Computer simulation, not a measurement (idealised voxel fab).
process module | voxel plated lines
cross-section cut | 225 nm wide | cells 5 nm
A cross-section is a grid of square cells, given in bands from the top down. A band is one or more rows of cells.
Each band's line starts with the height of the band's top and of its bottom, in nm. Then come its materials from left to right, each with its width in nm. One material with "throughout" fills the band from edge to edge. "air" is empty space.
Height 0 is the level under which the wafer as received is all one material. The lowest band goes on downwards, as in "0 down".
A width such as "30 to 40" changes by the same amount from each row of cells to the next, from the band's top row to its bottom row.
"no change" after a step means that no cell of the cross-section changed.
closed voids: empty space of 8 cells or more with no open way to the top, each as width x height at its distance from the left edge, in nm
after a step's settings: what the simulator itself notes on the step
overlay nm, on a step with a mask: how far to the right of its planned place the mask lay; to the left if negative
plan
1 op RECEIVE | material Si
2 op CONFORMAL_DEP | material Al2O3 | thk nm 5
3 op DIRECTIONAL_DEP | material TiN | thk nm 5
4 op PATTERN | tone open | mask id LINES | material resist | width nm 20 | pitch nm 35 | thk nm 40 | overlay nm 0
5 op EPI | material Ru | thk nm 5
6 op EPI | material Ru | thk nm 10
7 op EPI | material Ru | thk nm 5
8 op STRIP | etch materials resist
9 op DIRECTIONAL_ETCH | etch materials TiN | depth nm 5
10 op CONFORMAL_DEP | material SiN | thk nm 5
as received, after step 1
  0 down: Si throughout
  closed voids: none
a wafer at the end: this start, this plan, one mistake
  35 to 30: air 45 | Al2O3 30 | air 5 | Al2O3 30 | air 5 | Al2O3 30 | air 5 | Al2O3 30 | air 45
  30 to 10: air 45 | Al2O3 5 | Ru 20 | Al2O3 5 | air 5 | Al2O3 5 | Ru 20 | Al2O3 5 | air 5 | Al2O3 5 | Ru 20 | Al2O3 5 | air 5 | Al2O3 5 | Ru 20 | Al2O3 5 | air 45
  10 to 5: Al2O3 50 | TiN 20 | Al2O3 15 | TiN 20 | Al2O3 15 | TiN 20 | Al2O3 15 | TiN 20 | Al2O3 50
  5 to 0: Al2O3 throughout
  0 down: Si throughout
  closed voids: none
what went wrong: step 10 ran as: op CONFORMAL_DEP | material Al2O3 | thk nm 5
